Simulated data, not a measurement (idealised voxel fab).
process module | voxel wiring stack
This is section cut - it's 195 nm across, gridded in 5 nm square cells.
When this document writes out a cross-section, it uses a grid of square cells and lists it as bands, beginning at the top and moving down, with a band standing for one or more rows of cells. First you get the band's top height and its bottom height, in nm, and then the materials it's made of, left to right, with each width in nm. If you see a single material with "throughout", that one covers the band edge to edge. "empty" is empty space. All heights in this document are referenced to 0, defined as the level beneath which the wafer, as received, consists entirely of one material. The lowest band is not bounded below; it extends indefinitely downward and is written in the form "z 0 and below". The two numbers in a width such as "30 to 40" mark its ends across the band: the first belongs to the top row of cells, the second to the bottom row, and from each row to the next the width moves by the same amount. Any step labelled "same as before" changed none of the cells in the cross-section. "Closed void roster" - sealed voids, min. 8 cells, no opening to top; format: width x height at distance (distance from left edge; nm throughout). Heads up: the bit after the settings on a step's line is the simulator's remark on that step. What "overlay nm" on a step's line means: if the step has a mask, that mask lay this far to the right of its planned place, or, when the value is negative, to the left.
## Planned step list for the process
1. RECEIVE | material Si
2. CONFORMAL_DEP | material SiO2 | thk nm 10
3. DIRECTIONAL_DEP | material TiN | thk nm 5
4. DIRECTIONAL_DEP | material Ru | thk nm 20
5. PATTERN | tone cover | mask id METAL_1 | material resist | width nm 30 | pitch nm 45 | thk nm 15 | overlay nm 0
6. DIRECTIONAL_ETCH | etch materials Ru | depth nm 20
7. DIRECTIONAL_ETCH | etch materials TiN | depth nm 5
8. STRIP | etch materials resist
9. FILL_DEP | material lowk | thk nm 10
10. CMP | height nm 35
11. CONFORMAL_DEP | material SiCN | thk nm 5
12. DIRECTIONAL_DEP | material lowk | thk nm 20
13. DIRECTIONAL_DEP | material aC | thk nm 15
14. PATTERN | tone open | mask id PLUG_1 | material resist | width nm 15 | pitch nm 45 | thk nm 35 | overlay nm 0
15. DIRECTIONAL_ETCH | etch materials aC | depth nm 15
16. STRIP | etch materials resist
17. DIRECTIONAL_ETCH | etch materials lowk | depth nm 20
18. DIRECTIONAL_ETCH | etch materials SiCN | depth nm 5
19. STRIP | etch materials aC
20. CONFORMAL_DEP | material TiN | thk nm 5
21. FILL_DEP | material Ru | thk nm 10
22. CMP | height nm 60
23. DIRECTIONAL_DEP | material TiN | thk nm 5
24. DIRECTIONAL_DEP | material W | thk nm 15
25. PATTERN | tone cover | mask id METAL_2 | material resist | width nm 30 | pitch nm 45 | thk nm 15 | overlay nm 0
26. DIRECTIONAL_ETCH | etch materials W | depth nm 15
27. DIRECTIONAL_ETCH | etch materials TiN | depth nm 5
28. STRIP | etch materials resist
29. FILL_DEP | material lowk | thk nm 10
30. CMP | height nm 80
31. CONFORMAL_DEP | material SiCN | thk nm 5
32. DIRECTIONAL_DEP | material SiO2 | thk nm 35
33. DIRECTIONAL_DEP | material aC | thk nm 10
34. PATTERN | tone open | mask id METAL_3 | material resist | width nm 20 | pitch nm 45 | thk nm 30 | overlay nm 0
35. DIRECTIONAL_ETCH | etch materials aC | depth nm 10
36. STRIP | etch materials resist
37. DIRECTIONAL_ETCH | etch materials SiO2 | depth nm 20
38. STRIP | etch materials aC
39. DIRECTIONAL_DEP | material aC | thk nm 15
40. PATTERN | tone open | mask id METAL_3_HOLES | material resist | width nm 15 | pitch nm 90 | thk nm 30 | overlay nm 0
41. DIRECTIONAL_ETCH | etch materials aC | depth nm 15
42. STRIP | etch materials resist
43. DIRECTIONAL_ETCH | etch materials SiO2 | depth nm 15
44. DIRECTIONAL_ETCH | etch materials SiCN | depth nm 5
45. STRIP | etch materials aC
46. CONFORMAL_DEP | material TiN | thk nm 5
47. FILL_DEP | material Ru | thk nm 5
48. CMP | height nm 120
49. CONFORMAL_DEP | material SiCN | thk nm 5
Wafer-to-wafer difference: width nm, step 34. Common start. Plan = first wafer's value.
## Here's the first of the wafers in cross-section, just as we got it, i.e. after step 1
z 0 and below  Si throughout
Closed void roster: none
## The first of several wafers, seen in cross-section after the module's last step, step 49
z 125 to 120  SiCN throughout
z 120 to 110  15 of SiO2, 5 of TiN, 15 of Ru, 5 of TiN, 25 of SiO2, 5 of TiN, 10 of Ru, 5 of TiN, 20 of SiO2, 5 of TiN, 15 of Ru, 5 of TiN, 25 of SiO2, 5 of TiN, 10 of Ru, 5 of TiN, 20 of SiO2
z 110 to 105  15 of SiO2, 10 of TiN, 10 of Ru, 5 of TiN, 25 of SiO2, 5 of TiN, 10 of Ru, 5 of TiN, 20 of SiO2, 10 of TiN, 10 of Ru, 5 of TiN, 25 of SiO2, 5 of TiN, 10 of Ru, 5 of TiN, 20 of SiO2
z 105 to 100  20 of SiO2, 20 of TiN, 25 of SiO2, 20 of TiN, 25 of SiO2, 20 of TiN, 25 of SiO2, 20 of TiN, 20 of SiO2
z 100 to 85  20 of SiO2, 10 of TiN, 80 of SiO2, 10 of TiN, 75 of SiO2
z 85 to 80  20 of SiCN, 10 of TiN, 80 of SiCN, 10 of TiN, 75 of SiCN
z 80 to 65  15 of lowk, 30 of W, 15 of lowk, 30 of W, 15 of lowk, 30 of W, 15 of lowk, 30 of W, 15 of lowk
z 65 to 60  15 of lowk, 30 of TiN, 15 of lowk, 30 of TiN, 15 of lowk, 30 of TiN, 15 of lowk, 30 of TiN, 15 of lowk
z 60 to 40  15 of lowk, 5 of TiN, 5 of Ru, 5 of TiN, 30 of lowk, 5 of TiN, 5 of Ru, 5 of TiN, 30 of lowk, 5 of TiN, 5 of Ru, 5 of TiN, 30 of lowk, 5 of TiN, 5 of Ru, 5 of TiN, 30 of lowk
z 40 to 35  15 of SiCN, 15 of TiN, 30 of SiCN, 15 of TiN, 30 of SiCN, 15 of TiN, 30 of SiCN, 15 of TiN, 30 of SiCN
z 35 to 15  15 of lowk, 30 of Ru, 15 of lowk, 30 of Ru, 15 of lowk, 30 of Ru, 15 of lowk, 30 of Ru, 15 of lowk
z 15 to 10  15 of lowk, 30 of TiN, 15 of lowk, 30 of TiN, 15 of lowk, 30 of TiN, 15 of lowk, 30 of TiN, 15 of lowk
z 10 to 0  SiO2 throughout
z 0 and below  Si throughout
Closed void roster: none
## Showing the last wafer in cross-section at the end of the module
z 125 to 120  SiCN throughout
z 120 to 105  15 of SiO2, 5 of TiN, 20 of Ru, 5 of TiN, 15 of SiO2, 5 of TiN, 20 of Ru, 5 of TiN, 15 of SiO2, 5 of TiN, 20 of Ru, 5 of TiN, 15 of SiO2, 5 of TiN, 20 of Ru, 5 of TiN, 15 of SiO2
z 105 to 100  15 of SiO2, 5 of TiN, 5 of Ru, 20 of TiN, 15 of SiO2, 30 of TiN, 15 of SiO2, 5 of TiN, 5 of Ru, 20 of TiN, 15 of SiO2, 30 of TiN, 15 of SiO2
z 100 to 85  15 of SiO2, 5 of TiN, 5 of Ru, 5 of TiN, 75 of SiO2, 5 of TiN, 5 of Ru, 5 of TiN, 75 of SiO2
z 85 to 80  15 of SiCN, 15 of TiN, 75 of SiCN, 15 of TiN, 75 of SiCN
z 80 to 65  15 of lowk, 30 of W, 15 of lowk, 30 of W, 15 of lowk, 30 of W, 15 of lowk, 30 of W, 15 of lowk
z 65 to 60  15 of lowk, 30 of TiN, 15 of lowk, 30 of TiN, 15 of lowk, 30 of TiN, 15 of lowk, 30 of TiN, 15 of lowk
z 60 to 40  15 of lowk, 5 of TiN, 5 of Ru, 5 of TiN, 30 of lowk, 5 of TiN, 5 of Ru, 5 of TiN, 30 of lowk, 5 of TiN, 5 of Ru, 5 of TiN, 30 of lowk, 5 of TiN, 5 of Ru, 5 of TiN, 30 of lowk
z 40 to 35  15 of SiCN, 15 of TiN, 30 of SiCN, 15 of TiN, 30 of SiCN, 15 of TiN, 30 of SiCN, 15 of TiN, 30 of SiCN
z 35 to 15  15 of lowk, 30 of Ru, 15 of lowk, 30 of Ru, 15 of lowk, 30 of Ru, 15 of lowk, 30 of Ru, 15 of lowk
z 15 to 10  15 of lowk, 30 of TiN, 15 of lowk, 30 of TiN, 15 of lowk, 30 of TiN, 15 of lowk, 30 of TiN, 15 of lowk
z 10 to 0  SiO2 throughout
z 0 and below  Si throughout
Closed void roster: none
## Wafer rows, end of module: cells per material gained (+) or lost (-) since receipt; closed voids last
width nm 20 | +140 Ru | +101 SiCN | +269 SiO2 | +150 TiN | +72 W | +243 lowk | Closed void roster: none
width nm 25 | +152 Ru | +101 SiCN | +253 SiO2 | +154 TiN | +72 W | +243 lowk | Closed void roster: none
width nm 30 | +168 Ru | +99 SiCN | +237 SiO2 | +156 TiN | +72 W | +243 lowk | Closed void roster: none
